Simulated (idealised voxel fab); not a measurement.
The document below concerns the process module designated voxel self aligned vias.
The figure presents cross-section cut, which has a width of 285 nm and is divided into square cells with an edge length of 5 nm.
Cross-section layout: square cells on a grid; listed as bands, top to bottom; a band spans one or more cell rows.
Top height, bottom height, nm. Materials left to right, width each, nm. Single material + "edge to edge" = fills band edge to edge. "air" = empty.
Beneath 0, the wafer as received is one material, and that level is where height counting begins. The lowest band goes on downward without a bottom; it is written like "0 nm and below".
The two numbers in a width such as "30..40" mark its ends across the band: the first belongs to the top row of cells, the second to the bottom row, and from each row to the next the width moves by the same amount.
A step reported as "nothing got changed" is a step in which no cell of the cross-section changed.
Empty spaces counting at least 8 cells and having no open way to the top are listed in "Enclosed internal voids". The notation width x height at distance is used for each, the distance being from the left edge and all three values in nm.
Past the settings on a step's line: simulator remark, on that step.
The setting "overlay nm" may be written on the line of a step. When the step uses a mask, the value reports how far to the right of the planned place the mask lay, and a negative value reports that it lay to the left.

SO HERE'S THE LINEUP OF PROCESS STEPS WE PLANNED
- 1: RECEIVE (material Si)
- 2: CONFORMAL_DEP (material SiO2; thk nm 10)
- 3: CONFORMAL_DEP (material SiCN; thk nm 5)
- 4: DIRECTIONAL_DEP (material SiO2; thk nm 25)
- 5: DIRECTIONAL_DEP (material aC; thk nm 10)
- 6: PATTERN (tone open; mask id LINES; material resist; width nm 30; pitch nm 75; thk nm 30; overlay nm 0)
- 7: DIRECTIONAL_ETCH (etch materials aC; depth nm 10)
- 8: STRIP (etch materials resist)
- 9: DIRECTIONAL_ETCH (etch materials SiO2; depth nm 25)
- 10: STRIP (etch materials aC)
- 11: CONFORMAL_DEP (material TiN; thk nm 5)
- 12: FILL_DEP (material Ru; thk nm 10)
- 13: CMP (height nm 40)
- 14: SELECTIVE_ETCH (etch materials W Ru TiN; depth nm 10)
- 15: FILL_DEP (material SiN; thk nm 10)
- 16: CMP (height nm 40)
- 17: DIRECTIONAL_DEP (material SiO2; thk nm 15)
- 18: PATTERN (tone open; mask id VIAS; material resist; width nm 50; thk nm 15; overlay nm 0)
- 19: DIRECTIONAL_ETCH (etch materials SiO2; depth nm 15)
- 20: DIRECTIONAL_ETCH (etch materials SiN; depth nm 10)
- 21: STRIP (etch materials resist)
- 22: CONFORMAL_DEP (material TiN; thk nm 5)
- 23: FILL_DEP (material Ru; thk nm 10)
- 24: CMP (height nm 55)
- 25: CONFORMAL_DEP (material SiCN; thk nm 5)

AS RECEIVED, AFTER STEP 1
0 nm and below: Si edge to edge
Enclosed internal voids: none

FIRST OF TWO WAFERS AT THE END OF THE MODULE, SHOWN IN CROSS-SECTION; RUN CARRIED OUT AS PLANNED
60 nm to 55 nm: SiCN edge to edge
55 nm to 45 nm: SiO2 80, TiN 5, Ru 40, TiN 5, SiO2 155
45 nm to 40 nm: SiO2 80, TiN 15, Ru 20, TiN 15, SiO2 155
40 nm to 35 nm: SiO2 90, TiN 5, Ru 20, TiN 5, SiO2 45, SiN 30, SiO2 90
35 nm to 30 nm: SiO2 90, TiN 30, SiO2 45, SiN 30, SiO2 90
30 nm to 20 nm: SiO2 90, TiN 5, Ru 20, TiN 5, SiO2 45, TiN 5, Ru 20, TiN 5, SiO2 90
20 nm to 15 nm: SiO2 90, TiN 30, SiO2 45, TiN 30, SiO2 90
15 nm to 10 nm: SiCN edge to edge
10 nm to 0 nm: SiO2 edge to edge
0 nm and below: Si edge to edge
Enclosed internal voids: none

WHAT THE SECOND WAFER LOOKS LIKE IN CROSS-SECTION ONCE THE MODULE IS DONE. ITS START AND ITS PLAN MATCHED THE FIRST WAFER'S EXACTLY; WHAT DIFFERED WAS ONE MISTAKE IN HOW IT WAS RUN
60 nm to 55 nm: SiCN edge to edge
55 nm to 45 nm: SiO2 80, TiN 5, Ru 40, TiN 5, SiO2 155
45 nm to 40 nm: SiO2 80, TiN 10, Ru 30, TiN 10, SiO2 155
40 nm to 35 nm: SiO2 85, TiN 5, Ru 30, TiN 5, SiO2 35, SiN 40, SiO2 85
35 nm to 30 nm: SiO2 85, TiN 40, SiO2 35, SiN 40, SiO2 85
30 nm to 20 nm: SiO2 85, TiN 5, Ru 30, TiN 5, SiO2 35, TiN 5, Ru 30, TiN 5, SiO2 85
20 nm to 15 nm: SiO2 85, TiN 40, SiO2 35, TiN 40, SiO2 85
15 nm to 10 nm: SiCN edge to edge
10 nm to 0 nm: SiO2 edge to edge
0 nm and below: Si edge to edge
Enclosed internal voids: none
Deviation noted in wafer processing: step 6 was not run as planned; what actually ran was PATTERN (tone open; mask id LINES; material resist; width nm 40; pitch nm 75; thk nm 30; overlay nm 0)
Final difference in cells, second wafer against first, listed per material as more or fewer: 12 more of Ru, 4 more of SiN, 20 fewer of SiO2, 4 more of TiN
